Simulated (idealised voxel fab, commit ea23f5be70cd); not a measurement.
process module | voxel gate over fins
cross-section cut | 240 nm wide | cells 5 nm
A cross-section is a grid of square cells, given in bands from the top down. A band is one or more rows of cells.
Each band's line starts with the height of the band's top and of its bottom, in nm. Then come its materials from left to right, each with its width in nm. One material with "throughout" fills the band from edge to edge. "air" is empty space.
Height 0 is the level under which the wafer as received is all one material. The lowest band goes on downwards, as in "0 down".
A width such as "30 to 40" changes by the same amount from each row of cells to the next, from the band's top row to its bottom row.
"no change" after a step means that no cell of the cross-section changed.
closed voids: empty space of 8 cells or more with no open way to the top, each as width x height at its distance from the left edge, in nm
after a step's settings: what the simulator itself notes on the step
overlay nm, on a step with a mask: how far to the right of its planned place the mask lay; to the left if negative
plan
1 op RECEIVE | material Si
2 op CONFORMAL_DEP | material SiN | thk nm 10
3 op MASKED_ETCH | tone cover | mask id FINS | width nm 15 | pitch nm 50 | etch materials SiN | depth nm 10 | overlay nm 0
4 op MASKED_ETCH | tone cover | mask id FINS | width nm 15 | pitch nm 50 | etch materials Si | depth nm 40 | overlay nm 0
5 op FILL_DEP | material SiO2 | thk nm 5
6 op CMP | height nm 10
7 op MASKED_ETCH | tone open | mask id RAIL | width nm 15 | etch materials SiO2 | depth nm 45 | overlay nm 0
8 op CONFORMAL_DEP | material TiN | thk nm 5
9 op FILL_DEP | material Ru | thk nm 5
10 op CMP | height nm 10
11 op SELECTIVE_ETCH | etch materials W Ru TiN | depth nm 30
12 op FILL_DEP | material SiO2 | thk nm 5
13 op CMP | height nm 10
14 op SELECTIVE_ETCH | etch materials SiO2 | depth nm 20
15 op STRIP | etch materials SiN
16 op CONFORMAL_DEP | material HfO2 | thk nm 5
17 op CONFORMAL_DEP | material TiN | thk nm 5
18 op FILL_DEP | material W | thk nm 15
19 op CMP | height nm 20
20 op CONFORMAL_DEP | material SiN | thk nm 10
first wafer, as planned
as received, after step 1
  0 down: Si throughout
  closed voids: none
after step 2
  10 to 0: SiN throughout
  below 0: unchanged
after step 3
  10 to 0: air 60 | SiN 15 | air 35 | SiN 15 | air 35 | SiN 15 | air 65
  below 0: unchanged
after step 4
  10 to 0: air 60 | SiN 15 | air 35 | SiN 15 | air 35 | SiN 15 | air 65
  0 to -40: air 60 | Si 15 | air 35 | Si 15 | air 35 | Si 15 | air 65
  below -40: unchanged
after step 5
  15 to 10: SiO2 throughout
  10 to 0: SiO2 60 | SiN 15 | SiO2 35 | SiN 15 | SiO2 35 | SiN 15 | SiO2 65
  0 to -40: SiO2 60 | Si 15 | SiO2 35 | Si 15 | SiO2 35 | Si 15 | SiO2 65
  below -40: unchanged
after step 6
  10 to 0: SiO2 60 | SiN 15 | SiO2 35 | SiN 15 | SiO2 35 | SiN 15 | SiO2 65
  below 0: unchanged
after step 7
  10 to 0: SiO2 60 | SiN 15 | SiO2 10 | air 15 | SiO2 10 | SiN 15 | SiO2 35 | SiN 15 | SiO2 65
  0 to -35: SiO2 60 | Si 15 | SiO2 10 | air 15 | SiO2 10 | Si 15 | SiO2 35 | Si 15 | SiO2 65
  below -35: unchanged
after step 8
  15 to 10: TiN 90 | air 5 | TiN 145
  10 to 0: SiO2 60 | SiN 15 | SiO2 10 | TiN 5 | air 5 | TiN 5 | SiO2 10 | SiN 15 | SiO2 35 | SiN 15 | SiO2 65
  0 to -30: SiO2 60 | Si 15 | SiO2 10 | TiN 5 | air 5 | TiN 5 | SiO2 10 | Si 15 | SiO2 35 | Si 15 | SiO2 65
  -30 to -35: SiO2 60 | Si 15 | SiO2 10 | TiN 15 | SiO2 10 | Si 15 | SiO2 35 | Si 15 | SiO2 65
  below -35: unchanged
after step 9
  20 to 15: Ru throughout
  15 to 10: TiN 90 | Ru 5 | TiN 145
  10 to 0: SiO2 60 | SiN 15 | SiO2 10 | TiN 5 | Ru 5 | TiN 5 | SiO2 10 | SiN 15 | SiO2 35 | SiN 15 | SiO2 65
  0 to -30: SiO2 60 | Si 15 | SiO2 10 | TiN 5 | Ru 5 | TiN 5 | SiO2 10 | Si 15 | SiO2 35 | Si 15 | SiO2 65
  below -30: unchanged
after step 10
  10 to 0: SiO2 60 | SiN 15 | SiO2 10 | TiN 5 | Ru 5 | TiN 5 | SiO2 10 | SiN 15 | SiO2 35 | SiN 15 | SiO2 65
  below 0: unchanged
after step 11
  10 to 0: SiO2 60 | SiN 15 | SiO2 10 | air 15 | SiO2 10 | SiN 15 | SiO2 35 | SiN 15 | SiO2 65
  0 to -20: SiO2 60 | Si 15 | SiO2 10 | air 15 | SiO2 10 | Si 15 | SiO2 35 | Si 15 | SiO2 65
  below -20: unchanged
after step 12
  15 to 10: SiO2 throughout
  10 to 0: SiO2 60 | SiN 15 | SiO2 35 | SiN 15 | SiO2 35 | SiN 15 | SiO2 65
  0 to -20: SiO2 60 | Si 15 | SiO2 35 | Si 15 | SiO2 35 | Si 15 | SiO2 65
  below -20: unchanged
after step 13
  10 to 0: SiO2 60 | SiN 15 | SiO2 35 | SiN 15 | SiO2 35 | SiN 15 | SiO2 65
  below 0: unchanged
after step 14
  10 to 0: air 60 | SiN 15 | air 35 | SiN 15 | air 35 | SiN 15 | air 65
  0 to -10: air 60 | Si 15 | air 35 | Si 15 | air 35 | Si 15 | air 65
  below -10: unchanged
after step 15
  0 to -10: air 60 | Si 15 | air 35 | Si 15 | air 35 | Si 15 | air 65
  below -10: unchanged
after step 16
  5 to 0: air 55 | HfO2 25 | air 25 | HfO2 25 | air 25 | HfO2 25 | air 60
  0 to -5: air 55 | HfO2 5 | Si 15 | HfO2 5 | air 25 | HfO2 5 | Si 15 | HfO2 5 | air 25 | HfO2 5 | Si 15 | HfO2 5 | air 60
  -5 to -10: HfO2 60 | Si 15 | HfO2 35 | Si 15 | HfO2 35 | Si 15 | HfO2 65
  below -10: unchanged
after step 17
  10 to 5: air 50 | TiN 35 | air 15 | TiN 35 | air 15 | TiN 35 | air 55
  5 to 0: air 50 | TiN 5 | HfO2 25 | TiN 5 | air 15 | TiN 5 | HfO2 25 | TiN 5 | air 15 | TiN 5 | HfO2 25 | TiN 5 | air 55
  0 to -5: TiN 55 | HfO2 5 | Si 15 | HfO2 5 | TiN 25 | HfO2 5 | Si 15 | HfO2 5 | TiN 25 | HfO2 5 | Si 15 | HfO2 5 | TiN 60
  below -5: unchanged
after step 18
  25 to 10: W throughout
  10 to 5: W 50 | TiN 35 | W 15 | TiN 35 | W 15 | TiN 35 | W 55
  5 to 0: W 50 | TiN 5 | HfO2 25 | TiN 5 | W 15 | TiN 5 | HfO2 25 | TiN 5 | W 15 | TiN 5 | HfO2 25 | TiN 5 | W 55
  below 0: unchanged
after step 19
  20 to 10: W throughout
  below 10: unchanged
after step 20
  30 to 20: SiN throughout
  below 20: unchanged
second wafer: like start, like plan, one mistake. Through step 15 it matches the first wafer
when step 16 should have ended: no change
when step 17 should have ended
  5 to 0: air 55 | TiN 25 | air 25 | TiN 25 | air 25 | TiN 25 | air 60
  0 to -5: air 55 | TiN 5 | Si 15 | TiN 5 | air 25 | TiN 5 | Si 15 | TiN 5 | air 25 | TiN 5 | Si 15 | TiN 5 | air 60
  -5 to -10: TiN 60 | Si 15 | TiN 35 | Si 15 | TiN 35 | Si 15 | TiN 65
  below -10: unchanged
when step 18 should have ended
  20 to 5: W throughout
  5 to 0: W 55 | TiN 25 | W 25 | TiN 25 | W 25 | TiN 25 | W 60
  0 to -5: W 55 | TiN 5 | Si 15 | TiN 5 | W 25 | TiN 5 | Si 15 | TiN 5 | W 25 | TiN 5 | Si 15 | TiN 5 | W 60
  below -5: unchanged
when step 19 should have ended: no change
when step 20 should have ended
  30 to 20: SiN throughout
  below 20: unchanged
what went wrong: step 16 was left out
at the end the second wafer has, in cells: 60 fewer of HfO2 | 60 more of W
